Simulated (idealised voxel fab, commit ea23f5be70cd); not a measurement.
voxel gate over fins: a process module
Cross-section cut: width 265 nm, square cells of 5 nm.
Cross-section spec: square-cell grid; bands listed top down; each band is one or more rows.
What a band's entry tells you: where the top is and where the bottom is, as heights in nm, and after that what lies inside, material by material from left to right, each with its width in nm. Empty space is written as the word "air", and a single material marked with the word "full width" occupies the band from edge to edge.
A quick word on heights: they are counted from 0, and under that level the wafer as it came to us is one material throughout. The lowest band is different from the rest in having no bottom; it simply continues downward, written as in "0 -> down".
Width "30 to 40": first value at the band's top row of cells, second value at its bottom row, equal change from row to row.
No cell of the cross-section changed in a step that is given as "no alterations made".
The label "Enclosed cavities" introduces a list of the empty spaces, 8 cells or larger, that have no open way up to the top; each entry in it reads width x height at distance, where the distance is taken from the left edge and all three are stated in nm.
Note: text after step settings on the step line = simulator remark on that step.
overlay nm: right-of-plan distance of the mask on a masked step; negative values mean left-of-plan.
SO HERE'S THE LINEUP OF PROCESS STEPS WE PLANNED
1 op RECEIVE | material Si
2 op CONFORMAL_DEP | material SiN | thk nm 10
3 op MASKED_ETCH | tone cover | mask id FINS | width nm 15 | pitch nm 60 | etch materials SiN | depth nm 10 | overlay nm 0
4 op MASKED_ETCH | tone cover | mask id FINS | width nm 15 | pitch nm 60 | etch materials Si | depth nm 40 | overlay nm 0
5 op OXIDIZE | depth nm 5
6 op FILL_DEP | material SiO2 | thk nm 5
7 op CMP | height nm 10
8 op MASKED_ETCH | tone open | mask id RAIL | width nm 15 | etch materials SiO2 | depth nm 45 | overlay nm 0
9 op CONFORMAL_DEP | material TiN | thk nm 5
10 op FILL_DEP | material Ru | thk nm 10
11 op CMP | height nm 10
12 op SELECTIVE_ETCH | etch materials W Ru TiN | depth nm 30
13 op FILL_DEP | material SiO2 | thk nm 5
14 op CMP | height nm 10
15 op SELECTIVE_ETCH | etch materials SiO2 | depth nm 20
16 op STRIP | etch materials SiN
17 op CONFORMAL_DEP | material HfO2 | thk nm 5
18 op CONFORMAL_DEP | material TiN | thk nm 5
19 op CONFORMAL_DEP | material TiAl | thk nm 5
20 op CONFORMAL_DEP | material TiN | thk nm 5
21 op FILL_DEP | material W | thk nm 10
22 op CMP | height nm 25
23 op CONFORMAL_DEP | material SiCN | thk nm 10
WAFER, FIRST OF TWO, RUN AS PLANNED
CROSS-SECTION, INCOMING MATERIAL, AFTER STEP 1
  0 -> down = Si full width
  Enclosed cavities: none
AFTER STEP 2, IN CROSS-SECTION
  10 -> 0 = SiN full width
  Below 0, the layers are the same as they were.
AFTER STEP 3, IN CROSS-SECTION
  10 -> 0 = air (35), SiN (15), air (45), SiN (15), air (45), SiN (15), air (45), SiN (15), air (35)
  Below 0, the layers are the same as they were.
AFTER STEP 4, IN CROSS-SECTION
  10 -> 0 = air (35), SiN (15), air (45), SiN (15), air (45), SiN (15), air (45), SiN (15), air (35)
  0 -> -40 = air (35), Si (15), air (45), Si (15), air (45), Si (15), air (45), Si (15), air (35)
  Below -40, the layers are the same as they were.
AFTER STEP 5, IN CROSS-SECTION
  10 -> 0 = air (35), SiN (15), air (45), SiN (15), air (45), SiN (15), air (45), SiN (15), air (35)
  0 -> -40 = air (35), SiO2 (5), Si (5), SiO2 (5), air (45), SiO2 (5), Si (5), SiO2 (5), air (45), SiO2 (5), Si (5), SiO2 (5), air (45), SiO2 (5), Si (5), SiO2 (5), air (35)
  -40 -> -45 = SiO2 (40), Si (5), SiO2 (55), Si (5), SiO2 (55), Si (5), SiO2 (55), Si (5), SiO2 (40)
  Below -45, the layers are the same as they were.
AFTER STEP 6, IN CROSS-SECTION
  15 -> 10 = SiO2 full width
  10 -> 0 = SiO2 (35), SiN (15), SiO2 (45), SiN (15), SiO2 (45), SiN (15), SiO2 (45), SiN (15), SiO2 (35)
  0 -> -45 = SiO2 (40), Si (5), SiO2 (55), Si (5), SiO2 (55), Si (5), SiO2 (55), Si (5), SiO2 (40)
  Below -45, the layers are the same as they were.
AFTER STEP 7, IN CROSS-SECTION
  10 -> 0 = SiO2 (35), SiN (15), SiO2 (45), SiN (15), SiO2 (45), SiN (15), SiO2 (45), SiN (15), SiO2 (35)
  Below 0, the layers are the same as they were.
AFTER STEP 8, IN CROSS-SECTION
  10 -> 0 = SiO2 (35), SiN (15), SiO2 (15), air (15), SiO2 (15), SiN (15), SiO2 (45), SiN (15), SiO2 (45), SiN (15), SiO2 (35)
  0 -> -35 = SiO2 (40), Si (5), SiO2 (20), air (15), SiO2 (20), Si (5), SiO2 (55), Si (5), SiO2 (55), Si (5), SiO2 (40)
  Below -35, the layers are the same as they were.
AFTER STEP 9, IN CROSS-SECTION
  15 -> 10 = TiN (70), air (5), TiN (190)
  10 -> 0 = SiO2 (35), SiN (15), SiO2 (15), TiN (5), air (5), TiN (5), SiO2 (15), SiN (15), SiO2 (45), SiN (15), SiO2 (45), SiN (15), SiO2 (35)
  0 -> -30 = SiO2 (40), Si (5), SiO2 (20), TiN (5), air (5), TiN (5), SiO2 (20), Si (5), SiO2 (55), Si (5), SiO2 (55), Si (5), SiO2 (40)
  -30 -> -35 = SiO2 (40), Si (5), SiO2 (20), TiN (15), SiO2 (20), Si (5), SiO2 (55), Si (5), SiO2 (55), Si (5), SiO2 (40)
  Below -35, the layers are the same as they were.
AFTER STEP 10, IN CROSS-SECTION
  25 -> 15 = Ru full width
  15 -> 10 = TiN (70), Ru (5), TiN (190)
  10 -> 0 = SiO2 (35), SiN (15), SiO2 (15), TiN (5), Ru (5), TiN (5), SiO2 (15), SiN (15), SiO2 (45), SiN (15), SiO2 (45), SiN (15), SiO2 (35)
  0 -> -30 = SiO2 (40), Si (5), SiO2 (20), TiN (5), Ru (5), TiN (5), SiO2 (20), Si (5), SiO2 (55), Si (5), SiO2 (55), Si (5), SiO2 (40)
  Below -30, the layers are the same as they were.
AFTER STEP 11, IN CROSS-SECTION
  10 -> 0 = SiO2 (35), SiN (15), SiO2 (15), TiN (5), Ru (5), TiN (5), SiO2 (15), SiN (15), SiO2 (45), SiN (15), SiO2 (45), SiN (15), SiO2 (35)
  Below 0, the layers are the same as they were.
AFTER STEP 12, IN CROSS-SECTION
  10 -> 0 = SiO2 (35), SiN (15), SiO2 (15), air (15), SiO2 (15), SiN (15), SiO2 (45), SiN (15), SiO2 (45), SiN (15), SiO2 (35)
  0 -> -20 = SiO2 (40), Si (5), SiO2 (20), air (15), SiO2 (20), Si (5), SiO2 (55), Si (5), SiO2 (55), Si (5), SiO2 (40)
  Below -20, the layers are the same as they were.
AFTER STEP 13, IN CROSS-SECTION
  15 -> 10 = SiO2 full width
  10 -> 0 = SiO2 (35), SiN (15), SiO2 (45), SiN (15), SiO2 (45), SiN (15), SiO2 (45), SiN (15), SiO2 (35)
  0 -> -20 = SiO2 (40), Si (5), SiO2 (55), Si (5), SiO2 (55), Si (5), SiO2 (55), Si (5), SiO2 (40)
  Below -20, the layers are the same as they were.
AFTER STEP 14, IN CROSS-SECTION
  10 -> 0 = SiO2 (35), SiN (15), SiO2 (45), SiN (15), SiO2 (45), SiN (15), SiO2 (45), SiN (15), SiO2 (35)
  Below 0, the layers are the same as they were.
AFTER STEP 15, IN CROSS-SECTION
  10 -> 0 = air (35), SiN (15), air (45), SiN (15), air (45), SiN (15), air (45), SiN (15), air (35)
  0 -> -10 = air (40), Si (5), air (55), Si (5), air (55), Si (5), air (55), Si (5), air (40)
  Below -10, the layers are the same as they were.
AFTER STEP 16, IN CROSS-SECTION
  0 -> -10 = air (40), Si (5), air (55), Si (5), air (55), Si (5), air (55), Si (5), air (40)
  Below -10, the layers are the same as they were.
AFTER STEP 17, IN CROSS-SECTION
  5 -> 0 = air (35), HfO2 (15), air (45), HfO2 (15), air (45), HfO2 (15), air (45), HfO2 (15), air (35)
  0 -> -5 = air (35), HfO2 (5), Si (5), HfO2 (5), air (45), HfO2 (5), Si (5), HfO2 (5), air (45), HfO2 (5), Si (5), HfO2 (5), air (45), HfO2 (5), Si (5), HfO2 (5), air (35)
  -5 -> -10 = HfO2 (40), Si (5), HfO2 (55), Si (5), HfO2 (55), Si (5), HfO2 (55), Si (5), HfO2 (40)
  Below -10, the layers are the same as they were.
AFTER STEP 18, IN CROSS-SECTION
  10 -> 5 = air (30), TiN (25), air (35), TiN (25), air (35), TiN (25), air (35), TiN (25), air (30)
  5 -> 0 = air (30), TiN (5), HfO2 (15), TiN (5), air (35), TiN (5), HfO2 (15), TiN (5), air (35), TiN (5), HfO2 (15), TiN (5), air (35), TiN (5), HfO2 (15), TiN (5), air (30)
  0 -> -5 = TiN (35), HfO2 (5), Si (5), HfO2 (5), TiN (45), HfO2 (5), Si (5), HfO2 (5), TiN (45), HfO2 (5), Si (5), HfO2 (5), TiN (45), HfO2 (5), Si (5), HfO2 (5), TiN (35)
  Below -5, the layers are the same as they were.
AFTER STEP 19, IN CROSS-SECTION
  15 -> 10 = air (25), TiAl (35), air (25), TiAl (35), air (25), TiAl (35), air (25), TiAl (35), air (25)
  10 -> 5 = air (25), TiAl (5), TiN (25), TiAl (5), air (25), TiAl (5), TiN (25), TiAl (5), air (25), TiAl (5), TiN (25), TiAl (5), air (25), TiAl (5), TiN (25), TiAl (5), air (25)
  5 -> 0 = TiAl (30), TiN (5), HfO2 (15), TiN (5), TiAl (35), TiN (5), HfO2 (15), TiN (5), TiAl (35), TiN (5), HfO2 (15), TiN (5), TiAl (35), TiN (5), HfO2 (15), TiN (5), TiAl (30)
  Below 0, the layers are the same as they were.
AFTER STEP 20, IN CROSS-SECTION
  20 -> 15 = air (20), TiN (45), air (15), TiN (45), air (15), TiN (45), air (15), TiN (45), air (20)
  15 -> 10 = air (20), TiN (5), TiAl (35), TiN (5), air (15), TiN (5), TiAl (35), TiN (5), air (15), TiN (5), TiAl (35), TiN (5), air (15), TiN (5), TiAl (35), TiN (5), air (20)
  10 -> 5 = TiN (25), TiAl (5), TiN (25), TiAl (5), TiN (25), TiAl (5), TiN (25), TiAl (5), TiN (25), TiAl (5), TiN (25), TiAl (5), TiN (25), TiAl (5), TiN (25), TiAl (5), TiN (25)
  Below 5, the layers are the same as they were.
AFTER STEP 21, IN CROSS-SECTION
  30 -> 20 = W full width
  20 -> 15 = W (20), TiN (45), W (15), TiN (45), W (15), TiN (45), W (15), TiN (45), W (20)
  15 -> 10 = W (20), TiN (5), TiAl (35), TiN (5), W (15), TiN (5), TiAl (35), TiN (5), W (15), TiN (5), TiAl (35), TiN (5), W (15), TiN (5), TiAl (35), TiN (5), W (20)
  Below 10, the layers are the same as they were.
AFTER STEP 22, IN CROSS-SECTION
  25 -> 20 = W full width
  Below 20, the layers are the same as they were.
AFTER STEP 23, IN CROSS-SECTION
  35 -> 25 = SiCN full width
  Below 25, the layers are the same as they were.
SECOND WAFER, SAME STARTING STATE AND PLAN AS THE FIRST, ONE MISTAKE IN THE RUN, IDENTICAL THROUGH STEP 14
WHEN STEP 15 SHOULD HAVE ENDED
  10 -> 0 = air (35), SiN (15), air (45), SiN (15), air (45), SiN (15), air (45), SiN (15), air (35)
  0 -> -20 = air (40), Si (5), air (55), Si (5), air (55), Si (5), air (55), Si (5), air (40)
  -20 -> -30 = air (40), Si (5), air (20), TiN (5), Ru (5), TiN (5), air (20), Si (5), air (55), Si (5), air (55), Si (5), air (40)
  Below -30, the layers are the same as they were.
WHEN STEP 16 SHOULD HAVE ENDED
  0 -> -20 = air (40), Si (5), air (55), Si (5), air (55), Si (5), air (55), Si (5), air (40)
  Below -20, the layers are the same as they were.
WHEN STEP 17 SHOULD HAVE ENDED
  5 -> 0 = air (35), HfO2 (15), air (45), HfO2 (15), air (45), HfO2 (15), air (45), HfO2 (15), air (35)
  0 -> -15 = air (35), HfO2 (5), Si (5), HfO2 (5), air (45), HfO2 (5), Si (5), HfO2 (5), air (45), HfO2 (5), Si (5), HfO2 (5), air (45), HfO2 (5), Si (5), HfO2 (5), air (35)
  -15 -> -20 = air (35), HfO2 (5), Si (5), HfO2 (5), air (10), HfO2 (25), air (10), HfO2 (5), Si (5), HfO2 (5), air (45), HfO2 (5), Si (5), HfO2 (5), air (45), HfO2 (5), Si (5), HfO2 (5), air (35)
  -20 -> -25 = air (35), HfO2 (5), Si (5), HfO2 (5), air (10), HfO2 (5), TiN (5), Ru (5), TiN (5), HfO2 (5), air (10), HfO2 (5), Si (5), HfO2 (5), air (45), HfO2 (5), Si (5), HfO2 (5), air (45), HfO2 (5), Si (5), HfO2 (5), air (35)
  -25 -> -30 = HfO2 (40), Si (5), HfO2 (20), TiN (5), Ru (5), TiN (5), HfO2 (20), Si (5), HfO2 (55), Si (5), HfO2 (55), Si (5), HfO2 (40)
  Below -30, the layers are the same as they were.
WHEN STEP 18 SHOULD HAVE ENDED
  10 -> 5 = air (30), TiN (25), air (35), TiN (25), air (35), TiN (25), air (35), TiN (25), air (30)
  5 -> 0 = air (30), TiN (5), HfO2 (15), TiN (5), air (35), TiN (5), HfO2 (15), TiN (5), air (35), TiN (5), HfO2 (15), TiN (5), air (35), TiN (5), HfO2 (15), TiN (5), air (30)
  0 -> -10 = air (30), TiN (5), HfO2 (5), Si (5), HfO2 (5), TiN (5), air (35), TiN (5), HfO2 (5), Si (5), HfO2 (5), TiN (5), air (35), TiN (5), HfO2 (5), Si (5), HfO2 (5), TiN (5), air (35), TiN (5), HfO2 (5), Si (5), HfO2 (5), TiN (5), air (30)
  -10 -> -15 = air (30), TiN (5), HfO2 (5), Si (5), HfO2 (5), TiN (45), HfO2 (5), Si (5), HfO2 (5), TiN (5), air (35), TiN (5), HfO2 (5), Si (5), HfO2 (5), TiN (5), air (35), TiN (5), HfO2 (5), Si (5), HfO2 (5), TiN (5), air (30)
  -15 -> -20 = air (30), TiN (5), HfO2 (5), Si (5), HfO2 (5), TiN (10), HfO2 (25), TiN (10), HfO2 (5), Si (5), HfO2 (5), TiN (5), air (35), TiN (5), HfO2 (5), Si (5), HfO2 (5), TiN (5), air (35), TiN (5), HfO2 (5), Si (5), HfO2 (5), TiN (5), air (30)
  -20 -> -25 = TiN (35), HfO2 (5), Si (5), HfO2 (5), TiN (10), HfO2 (5), TiN (5), Ru (5), TiN (5), HfO2 (5), TiN (10), HfO2 (5), Si (5), HfO2 (5), TiN (45), HfO2 (5), Si (5), HfO2 (5), TiN (45), HfO2 (5), Si (5), HfO2 (5), TiN (35)
  Below -25, the layers are the same as they were.
WHEN STEP 19 SHOULD HAVE ENDED
  15 -> 10 = air (25), TiAl (35), air (25), TiAl (35), air (25), TiAl (35), air (25), TiAl (35), air (25)
  10 -> 5 = air (25), TiAl (5), TiN (25), TiAl (5), air (25), TiAl (5), TiN (25), TiAl (5), air (25), TiAl (5), TiN (25), TiAl (5), air (25), TiAl (5), TiN (25), TiAl (5), air (25)
  5 -> 0 = air (25), TiAl (5), TiN (5), HfO2 (15), TiN (5), TiAl (5), air (25), TiAl (5), TiN (5), HfO2 (15), TiN (5), TiAl (5), air (25), TiAl (5), TiN (5), HfO2 (15), TiN (5), TiAl (5), air (25), TiAl (5), TiN (5), HfO2 (15), TiN (5), TiAl (5), air (25)
  0 -> -5 = air (25), TiAl (5), TiN (5), HfO2 (5), Si (5), HfO2 (5), TiN (5), TiAl (5), air (25), TiAl (5), TiN (5), HfO2 (5), Si (5), HfO2 (5), TiN (5), TiAl (5), air (25), TiAl (5), TiN (5), HfO2 (5), Si (5), HfO2 (5), TiN (5), TiAl (5), air (25), TiAl (5), TiN (5), HfO2 (5), Si (5), HfO2 (5), TiN (5), TiAl (5), air (25)
  -5 -> -10 = air (25), TiAl (5), TiN (5), HfO2 (5), Si (5), HfO2 (5), TiN (5), TiAl (35), TiN (5), HfO2 (5), Si (5), HfO2 (5), TiN (5), TiAl (5), air (25), TiAl (5), TiN (5), HfO2 (5), Si (5), HfO2 (5), TiN (5), TiAl (5), air (25), TiAl (5), TiN (5), HfO2 (5), Si (5), HfO2 (5), TiN (5), TiAl (5), air (25)
  -10 -> -15 = air (25), TiAl (5), TiN (5), HfO2 (5), Si (5), HfO2 (5), TiN (45), HfO2 (5), Si (5), HfO2 (5), TiN (5), TiAl (5), air (25), TiAl (5), TiN (5), HfO2 (5), Si (5), HfO2 (5), TiN (5), TiAl (5), air (25), TiAl (5), TiN (5), HfO2 (5), Si (5), HfO2 (5), TiN (5), TiAl (5), air (25)
  -15 -> -20 = TiAl (30), TiN (5), HfO2 (5), Si (5), HfO2 (5), TiN (10), HfO2 (25), TiN (10), HfO2 (5), Si (5), HfO2 (5), TiN (5), TiAl (35), TiN (5), HfO2 (5), Si (5), HfO2 (5), TiN (5), TiAl (35), TiN (5), HfO2 (5), Si (5), HfO2 (5), TiN (5), TiAl (30)
  Below -20, the layers are the same as they were.
WHEN STEP 20 SHOULD HAVE ENDED
  20 -> 15 = air (20), TiN (45), air (15), TiN (45), air (15), TiN (45), air (15), TiN (45), air (20)
  15 -> 10 = air (20), TiN (5), TiAl (35), TiN (5), air (15), TiN (5), TiAl (35), TiN (5), air (15), TiN (5), TiAl (35), TiN (5), air (15), TiN (5), TiAl (35), TiN (5), air (20)
  10 -> 5 = air (20), TiN (5), TiAl (5), TiN (25), TiAl (5), TiN (5), air (15), TiN (5), TiAl (5), TiN (25), TiAl (5), TiN (5), air (15), TiN (5), TiAl (5), TiN (25), TiAl (5), TiN (5), air (15), TiN (5), TiAl (5), TiN (25), TiAl (5), TiN (5), air (20)
  5 -> 0 = air (20), TiN (5), TiAl (5), TiN (5), HfO2 (15), TiN (5), TiAl (5), TiN (5), air (15), TiN (5), TiAl (5), TiN (5), HfO2 (15), TiN (5), TiAl (5), TiN (5), air (15), TiN (5), TiAl (5), TiN (5), HfO2 (15), TiN (5), TiAl (5), TiN (5), air (15), TiN (5), TiAl (5), TiN (5), HfO2 (15), TiN (5), TiAl (5), TiN (5), air (20)
  0 -> -5 = air (20), TiN (5), TiAl (5), TiN (5), HfO2 (5), Si (5), HfO2 (5), TiN (5), TiAl (5), TiN (25), TiAl (5), TiN (5), HfO2 (5), Si (5), HfO2 (5), TiN (5), TiAl (5), TiN (5), air (15), TiN (5), TiAl (5), TiN (5), HfO2 (5), Si (5), HfO2 (5), TiN (5), TiAl (5), TiN (5), air (15), TiN (5), TiAl (5), TiN (5), HfO2 (5), Si (5), HfO2 (5), TiN (5), TiAl (5), TiN (5), air (20)
  -5 -> -10 = air (20), TiN (5), TiAl (5), TiN (5), HfO2 (5), Si (5), HfO2 (5), TiN (5), TiAl (35), TiN (5), HfO2 (5), Si (5), HfO2 (5), TiN (5), TiAl (5), TiN (5), air (15), TiN (5), TiAl (5), TiN (5), HfO2 (5), Si (5), HfO2 (5), TiN (5), TiAl (5), TiN (5), air (15), TiN (5), TiAl (5), TiN (5), HfO2 (5), Si (5), HfO2 (5), TiN (5), TiAl (5), TiN (5), air (20)
  -10 -> -15 = TiN (25), TiAl (5), TiN (5), HfO2 (5), Si (5), HfO2 (5), TiN (45), HfO2 (5), Si (5), HfO2 (5), TiN (5), TiAl (5), TiN (25), TiAl (5), TiN (5), HfO2 (5), Si (5), HfO2 (5), TiN (5), TiAl (5), TiN (25), TiAl (5), TiN (5), HfO2 (5), Si (5), HfO2 (5), TiN (5), TiAl (5), TiN (25)
  Below -15, the layers are the same as they were.
WHEN STEP 21 SHOULD HAVE ENDED
  30 -> 20 = W full width
  20 -> 15 = W (20), TiN (45), W (15), TiN (45), W (15), TiN (45), W (15), TiN (45), W (20)
  15 -> 10 = W (20), TiN (5), TiAl (35), TiN (5), W (15), TiN (5), TiAl (35), TiN (5), W (15), TiN (5), TiAl (35), TiN (5), W (15), TiN (5), TiAl (35), TiN (5), W (20)
  10 -> 5 = W (20), TiN (5), TiAl (5), TiN (25), TiAl (5), TiN (5), W (15), TiN (5), TiAl (5), TiN (25), TiAl (5), TiN (5), W (15), TiN (5), TiAl (5), TiN (25), TiAl (5), TiN (5), W (15), TiN (5), TiAl (5), TiN (25), TiAl (5), TiN (5), W (20)
  5 -> 0 = W (20), TiN (5), TiAl (5), TiN (5), HfO2 (15), TiN (5), TiAl (5), TiN (5), W (15), TiN (5), TiAl (5), TiN (5), HfO2 (15), TiN (5), TiAl (5), TiN (5), W (15), TiN (5), TiAl (5), TiN (5), HfO2 (15), TiN (5), TiAl (5), TiN (5), W (15), TiN (5), TiAl (5), TiN (5), HfO2 (15), TiN (5), TiAl (5), TiN (5), W (20)
  0 -> -5 = W (20), TiN (5), TiAl (5), TiN (5), HfO2 (5), Si (5), HfO2 (5), TiN (5), TiAl (5), TiN (25), TiAl (5), TiN (5), HfO2 (5), Si (5), HfO2 (5), TiN (5), TiAl (5), TiN (5), W (15), TiN (5), TiAl (5), TiN (5), HfO2 (5), Si (5), HfO2 (5), TiN (5), TiAl (5), TiN (5), W (15), TiN (5), TiAl (5), TiN (5), HfO2 (5), Si (5), HfO2 (5), TiN (5), TiAl (5), TiN (5), W (20)
  -5 -> -10 = W (20), TiN (5), TiAl (5), TiN (5), HfO2 (5), Si (5), HfO2 (5), TiN (5), TiAl (35), TiN (5), HfO2 (5), Si (5), HfO2 (5), TiN (5), TiAl (5), TiN (5), W (15), TiN (5), TiAl (5), TiN (5), HfO2 (5), Si (5), HfO2 (5), TiN (5), TiAl (5), TiN (5), W (15), TiN (5), TiAl (5), TiN (5), HfO2 (5), Si (5), HfO2 (5), TiN (5), TiAl (5), TiN (5), W (20)
  Below -10, the layers are the same as they were.
WHEN STEP 22 SHOULD HAVE ENDED
  25 -> 20 = W full width
  Below 20, the layers are the same as they were.
WHEN STEP 23 SHOULD HAVE ENDED
  35 -> 25 = SiCN full width
  Below 25, the layers are the same as they were.
What broke from the plan during processing? step 15 of the plan was carried out twice
Counted in cells at the end, the second wafer holds more or fewer of these materials than the first: +36 HfO2 | -190 SiO2 | +28 TiAl | +64 TiN | +62 W
